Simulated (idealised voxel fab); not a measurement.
You're looking at the process module voxel capacitor over wiring.
The figure presents cross-section cut, which has a width of 215 nm and is divided into square cells with an edge length of 5 nm.
We lay out every cross-section as a grid of square cells and spell it out in bands from the top down, where one band means one or more rows of cells. Band entry format. Leading values: height of top, height of bottom, nm. Remainder: materials in left-to-right order, each with its width in nm. Special words: "throughout" on a single material, which then fills the band edge to edge; "empty", empty space. Height datum 0, below which the as-received substrate wafer is one material. Lowest band open at the bottom, running downward: "0..down". Width: "30 to 40" (first number = top row, second number = bottom row, same change from row to row of cells). No cell of the cross-section changed in a step that is given as "everything unchanged". Any empty space of 8 cells or more lacking an open way to the top shows up in "Closed void inventory" as width x height at distance, distance from the left edge, in nm. It should be noted that, on the line of a given step, the content following the step's settings is a remark produced by the simulator itself with respect to that step. overlay nm, on a step with a mask: how far to the right of its planned place the mask lay; to the left if negative.
-- These are the steps we planned for the process
1,op RECEIVE | material Si
2,op CONFORMAL_DEP | material SiO2 | thk nm 15
3,op DIRECTIONAL_DEP | material TiN | thk nm 5
4,op DIRECTIONAL_DEP | material Ru | thk nm 25
5,op PATTERN | tone cover | mask id METAL_1 | material resist | width nm 20 | pitch nm 80 | thk nm 15 | overlay nm 0
6,op DIRECTIONAL_ETCH | etch materials Ru | depth nm 25
7,op DIRECTIONAL_ETCH | etch materials TiN | depth nm 5
8,op STRIP | etch materials resist
9,op FILL_DEP | material SiO2 | thk nm 5
10,op CMP | height nm 45
11,op CONFORMAL_DEP | material SiCN | thk nm 5
12,op DIRECTIONAL_DEP | material SiO2 | thk nm 10
13,op PATTERN | tone open | mask id PLUG_1 | material resist | width nm 15 | thk nm 15 | overlay nm 0
14,op DIRECTIONAL_ETCH | etch materials SiO2 | depth nm 10
15,op DIRECTIONAL_ETCH | etch materials SiCN | depth nm 5
16,op STRIP | etch materials resist
17,op EPI | material Ru | thk nm 10
18,op EPI | material Ru | thk nm 5
19,op DIRECTIONAL_DEP | material TiN | thk nm 10
20,op DIRECTIONAL_DEP | material Al2O3 | thk nm 5
21,op DIRECTIONAL_DEP | material TiN | thk nm 5
22,op DIRECTIONAL_DEP | material aC | thk nm 15
23,op PATTERN | tone cover | mask id UPPER_PLATE | material resist | width nm 65 | thk nm 30 | overlay nm 0
24,op DIRECTIONAL_ETCH | etch materials aC | depth nm 15
25,op STRIP | etch materials resist
26,op DIRECTIONAL_ETCH | etch materials TiN | depth nm 5
27,op DIRECTIONAL_ETCH | etch materials Al2O3 | depth nm 5
28,op STRIP | etch materials aC
29,op PATTERN | tone cover | mask id LOWER_PLATE | material resist | width nm 75 | thk nm 20 | overlay nm 0
30,op DIRECTIONAL_ETCH | etch materials TiN | depth nm 10
31,op STRIP | etch materials resist
32,op FILL_DEP | material SiO2 | thk nm 15
33,op CMP | height nm 90
34,op PATTERN | tone open | mask id PLUG_2 | material resist | width nm 15 | thk nm 15 | overlay nm 0
35,op DIRECTIONAL_ETCH | etch materials SiO2 | depth nm 10
36,op STRIP | etch materials resist
37,op CONFORMAL_DEP | material TiN | thk nm 5
38,op FILL_DEP | material W | thk nm 10
39,op CMP | height nm 90
40,op CONFORMAL_DEP | material SiCN | thk nm 5
Among the wafers covered here, the point of difference is the thk nm at step 37; their starting state is shared, and the plan presents the value of the first wafer.
-- Here's the first of the wafers in cross-section, just as we got it, i.e. after step 1
    0..down  Si throughout
    Closed void inventory: none
-- Cross-section, first of several wafers, end of module, after last step 40
    95..90  SiCN throughout
    90..85  70 of SiO2 / 5 of TiN / 5 of W / 5 of TiN / 130 of SiO2
    85..75  70 to 60 of SiO2 / 15 to 65 of TiN / 130 to 90 of SiO2
    75..70  60 of SiO2 / 65 of Al2O3 / 90 of SiO2
    70..60  55 of SiO2 / 75 of TiN / 85 of SiO2
    60..50  60 of SiO2 / 15 of Ru / 140 of SiO2
    50..45  60 of SiCN / 15 of Ru / 140 of SiCN
    45..20  55 of SiO2 / 20 of Ru / 60 of SiO2 / 20 of Ru / 60 of SiO2
    20..15  55 of SiO2 / 20 of TiN / 60 of SiO2 / 20 of TiN / 60 of SiO2
    15..0  SiO2 throughout
    0..down  Si throughout
    Closed void inventory: none
-- Cross-section at module completion, last wafer
    95..90  SiCN throughout
    90..80  70 of SiO2 / 15 of TiN / 130 of SiO2
    80..75  60 of SiO2 / 65 of TiN / 90 of SiO2
    75..70  60 of SiO2 / 65 of Al2O3 / 90 of SiO2
    70..60  55 of SiO2 / 75 of TiN / 85 of SiO2
    60..50  60 of SiO2 / 15 of Ru / 140 of SiO2
    50..45  60 of SiCN / 15 of Ru / 140 of SiCN
    45..20  55 of SiO2 / 20 of Ru / 60 of SiO2 / 20 of Ru / 60 of SiO2
    20..15  55 of SiO2 / 20 of TiN / 60 of SiO2 / 20 of TiN / 60 of SiO2
    15..0  SiO2 throughout
    0..down  Si throughout
    Closed void inventory: none
-- What follows is a table in which each wafer occupies a row; for the wafer as it stands at the close of the module, the row states, material by material, how many cells have been gained (+) or lost (-) since receipt, and then gives its closed voids
thk nm 5, +13 Al2O3, +49 Ru, +83 SiCN, +615 SiO2, +56 TiN, +1 W, Closed void inventory: none
thk nm 10, +13 Al2O3, +49 Ru, +83 SiCN, +615 SiO2, +57 TiN, Closed void inventory: none
thk nm 15, +13 Al2O3, +49 Ru, +83 SiCN, +615 SiO2, +57 TiN, Closed void inventory: none
thk nm 20, +13 Al2O3, +49 Ru, +83 SiCN, +615 SiO2, +57 TiN, Closed void inventory: none
